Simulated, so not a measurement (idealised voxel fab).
Documented hereafter: the process module known as voxel self aligned vias.
We display cut, a cross-section 260 nm in width whose square cells are each 5 nm.
How to read a cross-section here: the picture is a grid of square cells, written as bands going from the top down, and any band can span one or more rows of cells. What a band's entry tells you: where the top is and where the bottom is, as heights in nm, and after that what lies inside, material by material from left to right, each with its width in nm. Empty space is written as the word "blank", and a single material marked with the word "all across" occupies the band from edge to edge. A quick word on heights: they are counted from 0, and under that level the wafer as it came to us is one material throughout. The lowest band is different from the rest in having no bottom; it simply continues downward, written as in "z 0 and below". Top row gets the first number, bottom row gets the second, and each row in between changes by the same step: that is how a band width like "30 to 40" works. Given "no modification" for a step, no cell of the cross-section differs between before and after that step. Voids not open to the top, 8 cells minimum: see "Completely sealed voids". Written width x height at distance; distance is from the left edge; nm. after a step's settings: what the simulator itself notes on the step. Among the settings permitted on a step's line is "overlay nm"; applied to a step with a mask, it specifies the extent to which the mask lay to the right of its planned position, whereas a negative figure signifies a position to the left.

PROCESS STEPS FORESEEN IN THE PLAN
| 1 | RECEIVE | material Si |
| 2 | CONFORMAL_DEP | material SiO2 | thk nm 15 |
| 3 | CONFORMAL_DEP | material SiCN | thk nm 5 |
| 4 | DIRECTIONAL_DEP | material SiO2 | thk nm 20 |
| 5 | DIRECTIONAL_DEP | material aC | thk nm 10 |
| 6 | PATTERN | tone open | mask id LINES | material resist | width nm 30 | pitch nm 60 | thk nm 25 | overlay nm 0 |
| 7 | DIRECTIONAL_ETCH | etch materials aC | depth nm 10 |
| 8 | STRIP | etch materials resist |
| 9 | DIRECTIONAL_ETCH | etch materials SiO2 | depth nm 20 |
| 10 | STRIP | etch materials aC |
| 11 | CONFORMAL_DEP | material TiN | thk nm 5 |
| 12 | FILL_DEP | material Ru | thk nm 5 |
| 13 | CMP | height nm 40 |
| 14 | SELECTIVE_ETCH | etch materials W Ru TiN | depth nm 5 |
| 15 | FILL_DEP | material SiN | thk nm 10 |
| 16 | CMP | height nm 40 |
| 17 | DIRECTIONAL_DEP | material SiO2 | thk nm 15 |
| 18 | MASKED_ETCH | tone open | mask id VIAS | width nm 40 | pitch nm 120 | etch materials SiO2 | depth nm 15 | overlay nm 0 |
| 19 | MASKED_ETCH | tone open | mask id VIAS | width nm 40 | pitch nm 120 | etch materials SiN | depth nm 5 | overlay nm 0 |
| 20 | CONFORMAL_DEP | material TiN | thk nm 5 |
| 21 | FILL_DEP | material Ru | thk nm 10 |
| 22 | CMP | height nm 55 |
| 23 | CONFORMAL_DEP | material SiN | thk nm 5 |

DELIVERED WAFER IN CROSS-SECTION: STATE AFTER STEP 1
* z 0 and below = Si all across
* Completely sealed voids: none

WAFER CROSS-SECTION AT END OF MODULE: START AND PLAN AS SHOWN ABOVE, ONE EXECUTION ERROR
* z 75 to 70 = SiN all across
* z 70 to 60 = Ru all across
* z 60 to 55 = 55 nm TiN, then 30 nm Ru, then 90 nm TiN, then 30 nm Ru, then 55 nm TiN
* z 55 to 45 = 50 nm SiO2, then 5 nm TiN, then 30 nm Ru, then 5 nm TiN, then 80 nm SiO2, then 5 nm TiN, then 30 nm Ru, then 5 nm TiN, then 50 nm SiO2
* z 45 to 40 = 50 nm SiO2, then 10 nm TiN, then 20 nm Ru, then 10 nm TiN, then 80 nm SiO2, then 10 nm TiN, then 20 nm Ru, then 10 nm TiN, then 50 nm SiO2
* z 40 to 35 = 55 nm SiO2, then 30 nm TiN, then 30 nm SiO2, then 30 nm SiN, then 30 nm SiO2, then 30 nm TiN, then 55 nm SiO2
* z 35 to 25 = 55 nm SiO2, then 5 nm TiN, then 20 nm Ru, then 5 nm TiN, then 30 nm SiO2, then 5 nm TiN, then 20 nm Ru, then 5 nm TiN, then 30 nm SiO2, then 5 nm TiN, then 20 nm Ru, then 5 nm TiN, then 55 nm SiO2
* z 25 to 20 = 55 nm SiO2, then 30 nm TiN, then 30 nm SiO2, then 30 nm TiN, then 30 nm SiO2, then 30 nm TiN, then 55 nm SiO2
* z 20 to 15 = SiCN all across
* z 15 to 0 = SiO2 all across
* z 0 and below = Si all across
* Completely sealed voids: none
The mistake made against the process plan was this: the run left out plan step 22 entirely, so it was never executed
